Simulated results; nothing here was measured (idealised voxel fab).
Module name: voxel transistor to metal (process module)
Pictured: cross-section cut, 195 nm wide, on a grid of 5 nm square cells.
Throughout this document, each cross-section is represented as a grid of square cells and is presented as a sequence of bands enumerated from the top downward, where a band comprises one or more rows of cells.
Each band's line starts with the height of the band's top and of its bottom, in nm. Then come its materials from left to right, each with its width in nm. One material with "everywhere" fills the band from edge to edge. "air" is empty space.
It should be noted that heights are counted from 0, beneath which the wafer as supplied is of one material throughout, and that the lowest band possesses no lower boundary but continues downward, as written in "top 0, no bottom".
The width entry "30..40" should be interpreted row by row: the top row of cells in the band takes the first number, the bottom row takes the second number, and the change between adjacent rows is uniform throughout.
For the purposes of this document, the phrase "everything unchanged" attached to a step denotes that no cell within the cross-section was modified by that step.
Enclosed voids (no open way to top), threshold 8 cells or more, entry "Sealed void list", notation width x height at distance, distance from left edge, nm.
Heads up: the bit after the settings on a step's line is the simulator's remark on that step.
If you see "overlay nm" on a step's line and that step has a mask, it's telling you how far right of where it was planned the mask ended up; a negative number means it went left instead.
# Steps planned for the process
step 1: RECEIVE | material Si
step 2: CONFORMAL_DEP | material SiO2 | thk nm 5
step 3: CONFORMAL_DEP | material SiN | thk nm 10
step 4: PATTERN | tone cover | mask id ACTIVE | material resist | width nm 125 | thk nm 15 | overlay nm 0
step 5: DIRECTIONAL_ETCH | etch materials SiN | depth nm 10
step 6: DIRECTIONAL_ETCH | etch materials SiO2 | depth nm 5
step 7: DIRECTIONAL_ETCH | etch materials Si | depth nm 20
step 8: STRIP | etch materials resist
step 9: OXIDIZE | depth nm 5
step 10: FILL_DEP | material SiO2 | thk nm 5
step 11: CMP | height nm 15
step 12: SELECTIVE_ETCH | etch materials SiO2 | depth nm 10
step 13: STRIP | etch materials SiN
step 14: SELECTIVE_ETCH | etch materials SiO2 | depth nm 5
step 15: OXIDIZE | depth nm 5
step 16: DIRECTIONAL_DEP | material polySi | thk nm 30
step 17: DIRECTIONAL_DEP | material SiCN | thk nm 15
step 18: PATTERN | tone cover | mask id GATE | material resist | width nm 35 | thk nm 15 | overlay nm 0
step 19: DIRECTIONAL_ETCH | etch materials SiCN | depth nm 25
step 20: DIRECTIONAL_ETCH | etch materials polySi | depth nm 40
step 21: STRIP | etch materials resist
step 22: CONFORMAL_DEP | material SiO2 | thk nm 5
step 23: DIRECTIONAL_ETCH | etch materials SiO2 | depth nm 5
step 24: CONFORMAL_DEP | material SiN | thk nm 5
step 25: DIRECTIONAL_ETCH | etch materials SiN | depth nm 5
step 26: DIRECTIONAL_ETCH | etch materials SiO2 | depth nm 5
step 27: DIRECTIONAL_ETCH | etch materials Si | depth nm 15
step 28: EPI | material SiGe | thk nm 20
step 29: FILL_DEP | material SiO2 | thk nm 5
step 30: CMP | height nm 30
step 31: STRIP | etch materials polySi
step 32: SELECTIVE_ETCH | etch materials SiO2 | depth nm 5
step 33: CONFORMAL_DEP | material HfO2 | thk nm 5
step 34: CONFORMAL_DEP | material TiN | thk nm 5
step 35: FILL_DEP | material W | thk nm 10
step 36: CMP | height nm 25
step 37: DIRECTIONAL_DEP | material SiO2 | thk nm 10
step 38: DIRECTIONAL_DEP | material aC | thk nm 15
step 39: PATTERN | tone open | mask id CONTACT | material resist | width nm 15 | pitch nm 90 | thk nm 30 | overlay nm 0
step 40: DIRECTIONAL_ETCH | etch materials aC | depth nm 15
step 41: STRIP | etch materials resist
step 42: DIRECTIONAL_ETCH | etch materials SiO2 | depth nm 35
step 43: STRIP | etch materials aC
step 44: CONFORMAL_DEP | material TiN | thk nm 5
step 45: FILL_DEP | material Ru | thk nm 5
step 46: CMP | height nm 35
step 47: DIRECTIONAL_DEP | material TiN | thk nm 5
step 48: DIRECTIONAL_DEP | material W | thk nm 15
step 49: PATTERN | tone cover | mask id METAL_1 | material resist | width nm 15 | pitch nm 90 | thk nm 15 | overlay nm 0
step 50: DIRECTIONAL_ETCH | etch materials W | depth nm 15
step 51: DIRECTIONAL_ETCH | etch materials TiN | depth nm 5
step 52: STRIP | etch materials resist
step 53: FILL_DEP | material lowk | thk nm 10
step 54: CMP | height nm 55
step 55: CONFORMAL_DEP | material SiN | thk nm 5
# First wafer out of two, processed as planned
# As received (post step 1): cross-section
> top 0, no bottom = Si everywhere
> Sealed void list: none
# Cross-section through the wafer, step 2 finished
> top 5, bottom 0 = SiO2 everywhere
> below 0: unchanged
# Cross-section through the wafer, step 3 finished
> top 15, bottom 5 = SiN everywhere
> below 5: unchanged
# Cross-section through the wafer, step 4 finished
> top 30, bottom 15 = air 35; resist 125; air 35
> below 15: unchanged
# Cross-section through the wafer, step 5 finished
> top 30, bottom 15 = air 35; resist 125; air 35
> top 15, bottom 5 = air 35; SiN 125; air 35
> below 5: unchanged
# Cross-section through the wafer, step 6 finished
> top 30, bottom 15 = air 35; resist 125; air 35
> top 15, bottom 5 = air 35; SiN 125; air 35
> top 5, bottom 0 = air 35; SiO2 125; air 35
> below 0: unchanged
# Cross-section through the wafer, step 7 finished
> top 30, bottom 15 = air 35; resist 125; air 35
> top 15, bottom 5 = air 35; SiN 125; air 35
> top 5, bottom 0 = air 35; SiO2 125; air 35
> top 0, bottom -20 = air 35; Si 125; air 35
> below -20: unchanged
# Cross-section through the wafer, step 8 finished
> top 15, bottom 5 = air 35; SiN 125; air 35
> below 5: unchanged
# Cross-section through the wafer, step 9 finished
> top 15, bottom 5 = air 35; SiN 125; air 35
> top 5, bottom 0 = air 35; SiO2 125; air 35
> top 0, bottom -20 = air 35; SiO2 5; Si 115; SiO2 5; air 35
> top -20, bottom -25 = SiO2 40; Si 115; SiO2 40
> below -25: unchanged
# Cross-section through the wafer, step 10 finished
> top 20, bottom 15 = SiO2 everywhere
> top 15, bottom 5 = SiO2 35; SiN 125; SiO2 35
> top 5, bottom 0 = SiO2 everywhere
> top 0, bottom -25 = SiO2 40; Si 115; SiO2 40
> below -25: unchanged
# Cross-section through the wafer, step 11 finished
> top 15, bottom 5 = SiO2 35; SiN 125; SiO2 35
> below 5: unchanged
# Cross-section through the wafer, step 12 finished
> top 15, bottom 5 = air 35; SiN 125; air 35
> below 5: unchanged
# Cross-section through the wafer, step 13 finished
> top 5, bottom 0 = SiO2 everywhere
> below 0: unchanged
# Cross-section through the wafer, step 14 finished
> top 0, bottom -25 = SiO2 40; Si 115; SiO2 40
> below -25: unchanged
# Cross-section through the wafer, step 15 finished
> top 0, bottom -5 = SiO2 everywhere
> below -5: unchanged
# Cross-section through the wafer, step 16 finished
> top 30, bottom 0 = polySi everywhere
> below 0: unchanged
# Cross-section through the wafer, step 17 finished
> top 45, bottom 30 = SiCN everywhere
> below 30: unchanged
# Cross-section through the wafer, step 18 finished
> top 60, bottom 45 = air 80; resist 35; air 80
> below 45: unchanged
# Cross-section through the wafer, step 19 finished
> top 60, bottom 45 = air 80; resist 35; air 80
> top 45, bottom 30 = air 80; SiCN 35; air 80
> below 30: unchanged
# Cross-section through the wafer, step 20 finished
> top 60, bottom 45 = air 80; resist 35; air 80
> top 45, bottom 30 = air 80; SiCN 35; air 80
> top 30, bottom 0 = air 80; polySi 35; air 80
> below 0: unchanged
# Cross-section through the wafer, step 21 finished
> top 45, bottom 30 = air 80; SiCN 35; air 80
> below 30: unchanged
# Cross-section through the wafer, step 22 finished
> top 50, bottom 45 = air 75; SiO2 45; air 75
> top 45, bottom 30 = air 75; SiO2 5; SiCN 35; SiO2 5; air 75
> top 30, bottom 5 = air 75; SiO2 5; polySi 35; SiO2 5; air 75
> top 5, bottom 0 = SiO2 80; polySi 35; SiO2 80
> below 0: unchanged
# Cross-section through the wafer, step 23 finished
> top 45, bottom 30 = air 75; SiO2 5; SiCN 35; SiO2 5; air 75
> top 30, bottom 0 = air 75; SiO2 5; polySi 35; SiO2 5; air 75
> below 0: unchanged
# Cross-section through the wafer, step 24 finished
> top 50, bottom 45 = air 70; SiN 55; air 70
> top 45, bottom 30 = air 70; SiN 5; SiO2 5; SiCN 35; SiO2 5; SiN 5; air 70
> top 30, bottom 5 = air 70; SiN 5; SiO2 5; polySi 35; SiO2 5; SiN 5; air 70
> top 5, bottom 0 = SiN 75; SiO2 5; polySi 35; SiO2 5; SiN 75
> below 0: unchanged
# Cross-section through the wafer, step 25 finished
> top 45, bottom 30 = air 70; SiN 5; SiO2 5; SiCN 35; SiO2 5; SiN 5; air 70
> top 30, bottom 0 = air 70; SiN 5; SiO2 5; polySi 35; SiO2 5; SiN 5; air 70
> below 0: unchanged
# Cross-section through the wafer, step 26 finished
> top 45, bottom 40 = air 70; SiN 5; air 5; SiCN 35; air 5; SiN 5; air 70
> top 40, bottom 30 = air 70; SiN 5; SiO2 5; SiCN 35; SiO2 5; SiN 5; air 70
> top 30, bottom 0 = air 70; SiN 5; SiO2 5; polySi 35; SiO2 5; SiN 5; air 70
> top 0, bottom -5 = air 70; SiO2 55; air 70
> below -5: unchanged
# Cross-section through the wafer, step 27 finished
> top 45, bottom 40 = air 70; SiN 5; air 5; SiCN 35; air 5; SiN 5; air 70
> top 40, bottom 30 = air 70; SiN 5; SiO2 5; SiCN 35; SiO2 5; SiN 5; air 70
> top 30, bottom 0 = air 70; SiN 5; SiO2 5; polySi 35; SiO2 5; SiN 5; air 70
> top 0, bottom -5 = air 70; SiO2 55; air 70
> top -5, bottom -20 = SiO2 40; air 30; Si 55; air 30; SiO2 40
> below -20: unchanged
# Cross-section through the wafer, step 28 finished
> top 45, bottom 40 = air 70; SiN 5; air 5; SiCN 35; air 5; SiN 5; air 70
> top 40, bottom 30 = air 70; SiN 5; SiO2 5; SiCN 35; SiO2 5; SiN 5; air 70
> top 30, bottom 15 = air 70; SiN 5; SiO2 5; polySi 35; SiO2 5; SiN 5; air 70
> top 15, bottom 0 = air 50; SiGe 20; SiN 5; SiO2 5; polySi 35; SiO2 5; SiN 5; SiGe 20; air 50
> top 0, bottom -5 = air 35; SiGe 35; SiO2 55; SiGe 35; air 35
> top -5, bottom -20 = SiO2 40; SiGe 30; Si 55; SiGe 30; SiO2 40
> below -20: unchanged
# Cross-section through the wafer, step 29 finished
> top 50, bottom 45 = SiO2 everywhere
> top 45, bottom 30 = SiO2 70; SiN 5; SiO2 5; SiCN 35; SiO2 5; SiN 5; SiO2 70
> top 30, bottom 15 = SiO2 70; SiN 5; SiO2 5; polySi 35; SiO2 5; SiN 5; SiO2 70
> top 15, bottom 0 = SiO2 50; SiGe 20; SiN 5; SiO2 5; polySi 35; SiO2 5; SiN 5; SiGe 20; SiO2 50
> top 0, bottom -5 = SiO2 35; SiGe 35; SiO2 55; SiGe 35; SiO2 35
> below -5: unchanged
# Cross-section through the wafer, step 30 finished
> top 30, bottom 15 = SiO2 70; SiN 5; SiO2 5; polySi 35; SiO2 5; SiN 5; SiO2 70
> below 15: unchanged
# Cross-section through the wafer, step 31 finished
> top 30, bottom 15 = SiO2 70; SiN 5; SiO2 5; air 35; SiO2 5; SiN 5; SiO2 70
> top 15, bottom 0 = SiO2 50; SiGe 20; SiN 5; SiO2 5; air 35; SiO2 5; SiN 5; SiGe 20; SiO2 50
> below 0: unchanged
# Cross-section through the wafer, step 32 finished
> top 30, bottom 25 = air 70; SiN 5; air 45; SiN 5; air 70
> top 25, bottom 15 = SiO2 70; SiN 5; air 45; SiN 5; SiO2 70
> top 15, bottom 0 = SiO2 50; SiGe 20; SiN 5; air 45; SiN 5; SiGe 20; SiO2 50
> top 0, bottom -5 = SiO2 35; SiGe 35; SiO2 5; air 45; SiO2 5; SiGe 35; SiO2 35
> below -5: unchanged
# Cross-section through the wafer, step 33 finished
> top 35, bottom 30 = air 65; HfO2 15; air 35; HfO2 15; air 65
> top 30, bottom 25 = HfO2 70; SiN 5; HfO2 5; air 35; HfO2 5; SiN 5; HfO2 70
> top 25, bottom 15 = SiO2 70; SiN 5; HfO2 5; air 35; HfO2 5; SiN 5; SiO2 70
> top 15, bottom 0 = SiO2 50; SiGe 20; SiN 5; HfO2 5; air 35; HfO2 5; SiN 5; SiGe 20; SiO2 50
> top 0, bottom -5 = SiO2 35; SiGe 35; SiO2 5; HfO2 45; SiO2 5; SiGe 35; SiO2 35
> below -5: unchanged
# Cross-section through the wafer, step 34 finished
> top 40, bottom 35 = air 60; TiN 25; air 25; TiN 25; air 60
> top 35, bottom 30 = TiN 65; HfO2 15; TiN 5; air 25; TiN 5; HfO2 15; TiN 65
> top 30, bottom 25 = HfO2 70; SiN 5; HfO2 5; TiN 5; air 25; TiN 5; HfO2 5; SiN 5; HfO2 70
> top 25, bottom 15 = SiO2 70; SiN 5; HfO2 5; TiN 5; air 25; TiN 5; HfO2 5; SiN 5; SiO2 70
> top 15, bottom 5 = SiO2 50; SiGe 20; SiN 5; HfO2 5; TiN 5; air 25; TiN 5; HfO2 5; SiN 5; SiGe 20; SiO2 50
> top 5, bottom 0 = SiO2 50; SiGe 20; SiN 5; HfO2 5; TiN 35; HfO2 5; SiN 5; SiGe 20; SiO2 50
> below 0: unchanged
# Cross-section through the wafer, step 35 finished
> top 50, bottom 40 = W everywhere
> top 40, bottom 35 = W 60; TiN 25; W 25; TiN 25; W 60
> top 35, bottom 30 = TiN 65; HfO2 15; TiN 5; W 25; TiN 5; HfO2 15; TiN 65
> top 30, bottom 25 = HfO2 70; SiN 5; HfO2 5; TiN 5; W 25; TiN 5; HfO2 5; SiN 5; HfO2 70
> top 25, bottom 15 = SiO2 70; SiN 5; HfO2 5; TiN 5; W 25; TiN 5; HfO2 5; SiN 5; SiO2 70
> top 15, bottom 5 = SiO2 50; SiGe 20; SiN 5; HfO2 5; TiN 5; W 25; TiN 5; HfO2 5; SiN 5; SiGe 20; SiO2 50
> below 5: unchanged
# Cross-section through the wafer, step 36 finished
> top 25, bottom 15 = SiO2 70; SiN 5; HfO2 5; TiN 5; W 25; TiN 5; HfO2 5; SiN 5; SiO2 70
> below 15: unchanged
# Cross-section through the wafer, step 37 finished
> top 35, bottom 25 = SiO2 everywhere
> below 25: unchanged
# Cross-section through the wafer, step 38 finished
> top 50, bottom 35 = aC everywhere
> below 35: unchanged
# Cross-section through the wafer, step 39 finished
> top 80, bottom 50 = resist 45; air 15; resist 75; air 15; resist 45
> below 50: unchanged
# Cross-section through the wafer, step 40 finished
> top 65, bottom 50 = resist 45; air 15; resist 75; air 15; resist 45
> top 50, bottom 35 = aC 45; air 15; aC 75; air 15; aC 45
> below 35: unchanged
# Cross-section through the wafer, step 41 finished
> top 50, bottom 35 = aC 45; air 15; aC 75; air 15; aC 45
> below 35: unchanged
# Cross-section through the wafer, step 42 finished
> top 50, bottom 35 = aC 45; air 15; aC 75; air 15; aC 45
> top 35, bottom 25 = SiO2 45; air 15; SiO2 75; air 15; SiO2 45
> top 25, bottom 15 = SiO2 45; air 15; SiO2 10; SiN 5; HfO2 5; TiN 5; W 25; TiN 5; HfO2 5; SiN 5; SiO2 10; air 15; SiO2 45
> top 15, bottom 5 = SiO2 45; air 5; SiGe 20; SiN 5; HfO2 5; TiN 5; W 25; TiN 5; HfO2 5; SiN 5; SiGe 20; air 5; SiO2 45
> top 5, bottom 0 = SiO2 45; air 5; SiGe 20; SiN 5; HfO2 5; TiN 35; HfO2 5; SiN 5; SiGe 20; air 5; SiO2 45
> below 0: unchanged
# Cross-section through the wafer, step 43 finished
> top 35, bottom 25 = SiO2 45; air 15; SiO2 75; air 15; SiO2 45
> below 25: unchanged
# Cross-section through the wafer, step 44 finished
> top 40, bottom 35 = TiN 50; air 5; TiN 85; air 5; TiN 50
> top 35, bottom 25 = SiO2 45; TiN 5; air 5; TiN 5; SiO2 75; TiN 5; air 5; TiN 5; SiO2 45
> top 25, bottom 20 = SiO2 45; TiN 5; air 5; TiN 5; SiO2 10; SiN 5; HfO2 5; TiN 5; W 25; TiN 5; HfO2 5; SiN 5; SiO2 10; TiN 5; air 5; TiN 5; SiO2 45
> top 20, bottom 15 = SiO2 45; TiN 15; SiO2 10; SiN 5; HfO2 5; TiN 5; W 25; TiN 5; HfO2 5; SiN 5; SiO2 10; TiN 15; SiO2 45
> top 15, bottom 5 = SiO2 45; TiN 5; SiGe 20; SiN 5; HfO2 5; TiN 5; W 25; TiN 5; HfO2 5; SiN 5; SiGe 20; TiN 5; SiO2 45
> top 5, bottom 0 = SiO2 45; TiN 5; SiGe 20; SiN 5; HfO2 5; TiN 35; HfO2 5; SiN 5; SiGe 20; TiN 5; SiO2 45
> below 0: unchanged
# Cross-section through the wafer, step 45 finished
> top 45, bottom 40 = Ru everywhere
> top 40, bottom 35 = TiN 50; Ru 5; TiN 85; Ru 5; TiN 50
> top 35, bottom 25 = SiO2 45; TiN 5; Ru 5; TiN 5; SiO2 75; TiN 5; Ru 5; TiN 5; SiO2 45
> top 25, bottom 20 = SiO2 45; TiN 5; Ru 5; TiN 5; SiO2 10; SiN 5; HfO2 5; TiN 5; W 25; TiN 5; HfO2 5; SiN 5; SiO2 10; TiN 5; Ru 5; TiN 5; SiO2 45
> below 20: unchanged
# Cross-section through the wafer, step 46 finished
> top 35, bottom 25 = SiO2 45; TiN 5; Ru 5; TiN 5; SiO2 75; TiN 5; Ru 5; TiN 5; SiO2 45
> below 25: unchanged
# Cross-section through the wafer, step 47 finished
> top 40, bottom 35 = TiN everywhere
> below 35: unchanged
# Cross-section through the wafer, step 48 finished
> top 55, bottom 40 = W everywhere
> below 40: unchanged
# Cross-section through the wafer, step 49 finished
> top 70, bottom 55 = air 45; resist 15; air 75; resist 15; air 45
> below 55: unchanged
# Cross-section through the wafer, step 50 finished
> top 70, bottom 55 = air 45; resist 15; air 75; resist 15; air 45
> top 55, bottom 40 = air 45; W 15; air 75; W 15; air 45
> below 40: unchanged
# Cross-section through the wafer, step 51 finished
> top 70, bottom 55 = air 45; resist 15; air 75; resist 15; air 45
> top 55, bottom 40 = air 45; W 15; air 75; W 15; air 45
> top 40, bottom 35 = air 45; TiN 15; air 75; TiN 15; air 45
> below 35: unchanged
# Cross-section through the wafer, step 52 finished
> top 55, bottom 40 = air 45; W 15; air 75; W 15; air 45
> below 40: unchanged
# Cross-section through the wafer, step 53 finished
> top 65, bottom 55 = lowk everywhere
> top 55, bottom 40 = lowk 45; W 15; lowk 75; W 15; lowk 45
> top 40, bottom 35 = lowk 45; TiN 15; lowk 75; TiN 15; lowk 45
> below 35: unchanged
# Cross-section through the wafer, step 54 finished
> top 55, bottom 40 = lowk 45; W 15; lowk 75; W 15; lowk 45
> below 40: unchanged
# Cross-section through the wafer, step 55 finished
> top 60, bottom 55 = SiN everywhere
> below 55: unchanged
# Okay, second wafer. Nothing different at the start, nothing different in the plan, just one mistake somewhere in the running. As far as step 33, counting that step, it's the first wafer all over again
# Second wafer, cut view, end of step 34 per plan
> top 40, bottom 35 = air 60; aC 25; air 25; aC 25; air 60
> top 35, bottom 30 = aC 65; HfO2 15; aC 5; air 25; aC 5; HfO2 15; aC 65
> top 30, bottom 25 = HfO2 70; SiN 5; HfO2 5; aC 5; air 25; aC 5; HfO2 5; SiN 5; HfO2 70
> top 25, bottom 15 = SiO2 70; SiN 5; HfO2 5; aC 5; air 25; aC 5; HfO2 5; SiN 5; SiO2 70
> top 15, bottom 5 = SiO2 50; SiGe 20; SiN 5; HfO2 5; aC 5; air 25; aC 5; HfO2 5; SiN 5; SiGe 20; SiO2 50
> top 5, bottom 0 = SiO2 50; SiGe 20; SiN 5; HfO2 5; aC 35; HfO2 5; SiN 5; SiGe 20; SiO2 50
> below 0: unchanged
# Second wafer, cut view, end of step 35 per plan
> top 50, bottom 40 = W everywhere
> top 40, bottom 35 = W 60; aC 25; W 25; aC 25; W 60
> top 35, bottom 30 = aC 65; HfO2 15; aC 5; W 25; aC 5; HfO2 15; aC 65
> top 30, bottom 25 = HfO2 70; SiN 5; HfO2 5; aC 5; W 25; aC 5; HfO2 5; SiN 5; HfO2 70
> top 25, bottom 15 = SiO2 70; SiN 5; HfO2 5; aC 5; W 25; aC 5; HfO2 5; SiN 5; SiO2 70
> top 15, bottom 5 = SiO2 50; SiGe 20; SiN 5; HfO2 5; aC 5; W 25; aC 5; HfO2 5; SiN 5; SiGe 20; SiO2 50
> below 5: unchanged
# Second wafer, cut view, end of step 36 per plan
> top 25, bottom 15 = SiO2 70; SiN 5; HfO2 5; aC 5; W 25; aC 5; HfO2 5; SiN 5; SiO2 70
> below 15: unchanged
# Second wafer, cut view, end of step 37 per plan
> top 35, bottom 25 = SiO2 everywhere
> below 25: unchanged
# Second wafer, cut view, end of step 38 per plan
> top 50, bottom 35 = aC everywhere
> below 35: unchanged
# Second wafer, cut view, end of step 39 per plan
> top 80, bottom 50 = resist 45; air 15; resist 75; air 15; resist 45
> below 50: unchanged
# Second wafer, cut view, end of step 40 per plan
> top 65, bottom 50 = resist 45; air 15; resist 75; air 15; resist 45
> top 50, bottom 35 = aC 45; air 15; aC 75; air 15; aC 45
> below 35: unchanged
# Second wafer, cut view, end of step 41 per plan
> top 50, bottom 35 = aC 45; air 15; aC 75; air 15; aC 45
> below 35: unchanged
# Second wafer, cut view, end of step 42 per plan
> top 50, bottom 35 = aC 45; air 15; aC 75; air 15; aC 45
> top 35, bottom 25 = SiO2 45; air 15; SiO2 75; air 15; SiO2 45
> top 25, bottom 15 = SiO2 45; air 15; SiO2 10; SiN 5; HfO2 5; aC 5; W 25; aC 5; HfO2 5; SiN 5; SiO2 10; air 15; SiO2 45
> top 15, bottom 5 = SiO2 45; air 5; SiGe 20; SiN 5; HfO2 5; aC 5; W 25; aC 5; HfO2 5; SiN 5; SiGe 20; air 5; SiO2 45
> top 5, bottom 0 = SiO2 45; air 5; SiGe 20; SiN 5; HfO2 5; aC 35; HfO2 5; SiN 5; SiGe 20; air 5; SiO2 45
> below 0: unchanged
# Second wafer, cut view, end of step 43 per plan
> top 35, bottom 25 = SiO2 45; air 15; SiO2 75; air 15; SiO2 45
> below 25: unchanged
# Second wafer, cut view, end of step 44 per plan
> top 40, bottom 35 = TiN 50; air 5; TiN 85; air 5; TiN 50
> top 35, bottom 25 = SiO2 45; TiN 5; air 5; TiN 5; SiO2 75; TiN 5; air 5; TiN 5; SiO2 45
> top 25, bottom 20 = SiO2 45; TiN 5; air 5; TiN 5; SiO2 10; SiN 5; HfO2 5; aC 5; W 25; aC 5; HfO2 5; SiN 5; SiO2 10; TiN 5; air 5; TiN 5; SiO2 45
> top 20, bottom 15 = SiO2 45; TiN 15; SiO2 10; SiN 5; HfO2 5; aC 5; W 25; aC 5; HfO2 5; SiN 5; SiO2 10; TiN 15; SiO2 45
> top 15, bottom 5 = SiO2 45; TiN 5; SiGe 20; SiN 5; HfO2 5; aC 5; W 25; aC 5; HfO2 5; SiN 5; SiGe 20; TiN 5; SiO2 45
> top 5, bottom 0 = SiO2 45; TiN 5; SiGe 20; SiN 5; HfO2 5; aC 35; HfO2 5; SiN 5; SiGe 20; TiN 5; SiO2 45
> below 0: unchanged
# Second wafer, cut view, end of step 45 per plan
> top 45, bottom 40 = Ru everywhere
> top 40, bottom 35 = TiN 50; Ru 5; TiN 85; Ru 5; TiN 50
> top 35, bottom 25 = SiO2 45; TiN 5; Ru 5; TiN 5; SiO2 75; TiN 5; Ru 5; TiN 5; SiO2 45
> top 25, bottom 20 = SiO2 45; TiN 5; Ru 5; TiN 5; SiO2 10; SiN 5; HfO2 5; aC 5; W 25; aC 5; HfO2 5; SiN 5; SiO2 10; TiN 5; Ru 5; TiN 5; SiO2 45
> below 20: unchanged
# Second wafer, cut view, end of step 46 per plan
> top 35, bottom 25 = SiO2 45; TiN 5; Ru 5; TiN 5; SiO2 75; TiN 5; Ru 5; TiN 5; SiO2 45
> below 25: unchanged
# Second wafer, cut view, end of step 47 per plan
> top 40, bottom 35 = TiN everywhere
> below 35: unchanged
# Second wafer, cut view, end of step 48 per plan
> top 55, bottom 40 = W everywhere
> below 40: unchanged
# Second wafer, cut view, end of step 49 per plan
> top 70, bottom 55 = air 45; resist 15; air 75; resist 15; air 45
> below 55: unchanged
# Second wafer, cut view, end of step 50 per plan
> top 70, bottom 55 = air 45; resist 15; air 75; resist 15; air 45
> top 55, bottom 40 = air 45; W 15; air 75; W 15; air 45
> below 40: unchanged
# Second wafer, cut view, end of step 51 per plan
> top 70, bottom 55 = air 45; resist 15; air 75; resist 15; air 45
> top 55, bottom 40 = air 45; W 15; air 75; W 15; air 45
> top 40, bottom 35 = air 45; TiN 15; air 75; TiN 15; air 45
> below 35: unchanged
# Second wafer, cut view, end of step 52 per plan
> top 55, bottom 40 = air 45; W 15; air 75; W 15; air 45
> below 40: unchanged
# Second wafer, cut view, end of step 53 per plan
> top 65, bottom 55 = lowk everywhere
> top 55, bottom 40 = lowk 45; W 15; lowk 75; W 15; lowk 45
> top 40, bottom 35 = lowk 45; TiN 15; lowk 75; TiN 15; lowk 45
> below 35: unchanged
# Second wafer, cut view, end of step 54 per plan
> top 55, bottom 40 = lowk 45; W 15; lowk 75; W 15; lowk 45
> below 40: unchanged
# Second wafer, cut view, end of step 55 per plan
> top 60, bottom 55 = SiN everywhere
> below 55: unchanged
Heads up, the wafer didn't run the way we planned it: in deviation from the planned setting, step 34 was conducted as CONFORMAL_DEP | material aC | thk nm 5
Final difference in cells, second wafer against first, listed per material as more or fewer: TiN -15; aC +15
